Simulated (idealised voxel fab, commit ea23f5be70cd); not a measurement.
Documented hereafter: the process module known as voxel gate over fins.
For reference, the cross-section in this document is cut, with width 265 nm and square cells of 5 nm.
Throughout this document, each cross-section is represented as a grid of square cells and is presented as a sequence of bands enumerated from the top downward, where a band comprises one or more rows of cells. Basically the band line says how high the top is and how high the bottom is, in nm, and then what's in it from left to right, every material with its width in nm. Empty space shows up as "blank", and if a single material carries "edge to edge" it runs the full band edge to edge. Heights are reckoned from 0. Under this level, the received wafer is all of one material. The bottommost band is open-ended downward, for example "z 0 and below". A width given as "30 to 40" starts at the first number in the band's top row and ends at the second number in its bottom row, shifting by an equal amount at every step from row to row. Where a step carries "remained the same", the cross-section came out of it unchanged, cell for cell. Closed-off voids of 8+ cells (no open route to the top) go in "Closed void table", written width x height at distance from the left edge, in nm. Where a step's line continues beyond its settings, the continuation is a remark by the simulator itself on that step. For masked steps, "overlay nm" on the step line gives how far right of plan the mask actually lay; a minus sign means it lay to the left.

THE STEPS PLANNED FOR THE PROCESS ARE AS FOLLOWS
step 1: op RECEIVE | material Si
step 2: op CONFORMAL_DEP | material SiN | thk nm 10
step 3: op MASKED_ETCH | tone cover | mask id FINS | width nm 15 | pitch nm 45 | etch materials SiN | depth nm 10 | overlay nm 0
step 4: op MASKED_ETCH | tone cover | mask id FINS | width nm 15 | pitch nm 45 | etch materials Si | depth nm 40 | overlay nm 0
step 5: op FILL_DEP | material SiO2 | thk nm 5
step 6: op CMP | height nm 10
step 7: op SELECTIVE_ETCH | etch materials SiO2 | depth nm 25
step 8: op STRIP | etch materials SiN
step 9: op CONFORMAL_DEP | material HfO2 | thk nm 5
step 10: op CONFORMAL_DEP | material TiN | thk nm 5
step 11: op FILL_DEP | material W | thk nm 15
step 12: op CMP | height nm 20
step 13: op CONFORMAL_DEP | material SiCN | thk nm 10

AS-RECEIVED WAFER CROSS-SECTION (AFTER STEP 1)
- z 0 and below | Si edge to edge
- Closed void table: none

CROSS-SECTIONAL VIEW OF THE FIRST OF THE TWO WAFERS UPON COMPLETION OF THE MODULE, PROCESSED IN ACCORDANCE WITH THE PLAN
- z 30 to 20 | SiCN edge to edge
- z 20 to 10 | W edge to edge
- z 10 to 5 | W 70 nm, then TiN 35 nm, then W 10 nm, then TiN 35 nm, then W 10 nm, then TiN 35 nm, then W 70 nm
- z 5 to 0 | W 70 nm, then TiN 5 nm, then HfO2 25 nm, then TiN 5 nm, then W 10 nm, then TiN 5 nm, then HfO2 25 nm, then TiN 5 nm, then W 10 nm, then TiN 5 nm, then HfO2 25 nm, then TiN 5 nm, then W 70 nm
- z 0 to -5 | W 70 nm, then TiN 5 nm, then HfO2 5 nm, then Si 15 nm, then HfO2 5 nm, then TiN 5 nm, then W 10 nm, then TiN 5 nm, then HfO2 5 nm, then Si 15 nm, then HfO2 5 nm, then TiN 5 nm, then W 10 nm, then TiN 5 nm, then HfO2 5 nm, then Si 15 nm, then HfO2 5 nm, then TiN 5 nm, then W 70 nm
- z -5 to -10 | TiN 75 nm, then HfO2 5 nm, then Si 15 nm, then HfO2 5 nm, then TiN 20 nm, then HfO2 5 nm, then Si 15 nm, then HfO2 5 nm, then TiN 20 nm, then HfO2 5 nm, then Si 15 nm, then HfO2 5 nm, then TiN 75 nm
- z -10 to -15 | HfO2 80 nm, then Si 15 nm, then HfO2 30 nm, then Si 15 nm, then HfO2 30 nm, then Si 15 nm, then HfO2 80 nm
- z -15 to -40 | SiO2 80 nm, then Si 15 nm, then SiO2 30 nm, then Si 15 nm, then SiO2 30 nm, then Si 15 nm, then SiO2 80 nm
- z -40 and below | Si edge to edge
- Closed void table: none

CROSS-SECTIONAL VIEW: SECOND OF TWO WAFERS, END OF MODULE; START AND PLAN IDENTICAL TO THE FIRST, ONE MISTAKE IN RUNNING
- z 30 to 20 | SiCN edge to edge
- z 20 to 10 | W edge to edge
- z 10 to 5 | W 70 nm, then TiN 35 nm, then W 10 nm, then TiN 35 nm, then W 10 nm, then TiN 35 nm, then W 70 nm
- z 5 to 0 | W 70 nm, then TiN 5 nm, then HfO2 25 nm, then TiN 5 nm, then W 10 nm, then TiN 5 nm, then HfO2 25 nm, then TiN 5 nm, then W 10 nm, then TiN 5 nm, then HfO2 25 nm, then TiN 5 nm, then W 70 nm
- z 0 to -5 | W 70 nm, then TiN 5 nm, then HfO2 5 nm, then Si 15 nm, then HfO2 5 nm, then TiN 5 nm, then W 10 nm, then TiN 5 nm, then HfO2 5 nm, then Si 15 nm, then HfO2 5 nm, then TiN 5 nm, then W 10 nm, then TiN 5 nm, then HfO2 5 nm, then Si 15 nm, then HfO2 5 nm, then TiN 5 nm, then W 70 nm
- z -5 to -10 | TiN 75 nm, then HfO2 5 nm, then Si 15 nm, then HfO2 5 nm, then TiN 20 nm, then HfO2 5 nm, then Si 15 nm, then HfO2 5 nm, then TiN 20 nm, then HfO2 5 nm, then Si 15 nm, then HfO2 5 nm, then TiN 75 nm
- z -10 to -15 | HfO2 80 nm, then Si 15 nm, then HfO2 30 nm, then Si 15 nm, then HfO2 30 nm, then Si 15 nm, then HfO2 80 nm
- z -15 to -50 | SiO2 80 nm, then Si 15 nm, then SiO2 30 nm, then Si 15 nm, then SiO2 30 nm, then Si 15 nm, then SiO2 80 nm
- z -50 and below | Si edge to edge
- Closed void table: none
Deviation noted in wafer processing: it should be noted that step 4 was executed with settings other than those planned, the operation and settings actually applied being op MASKED_ETCH | tone cover | mask id FINS | width nm 15 | pitch nm 45 | etch materials Si | depth nm 50 | overlay nm 0
Wafer comparison, final, in cells, second relative to first, materials more or fewer: Si: 88 fewer; SiO2: 88 more
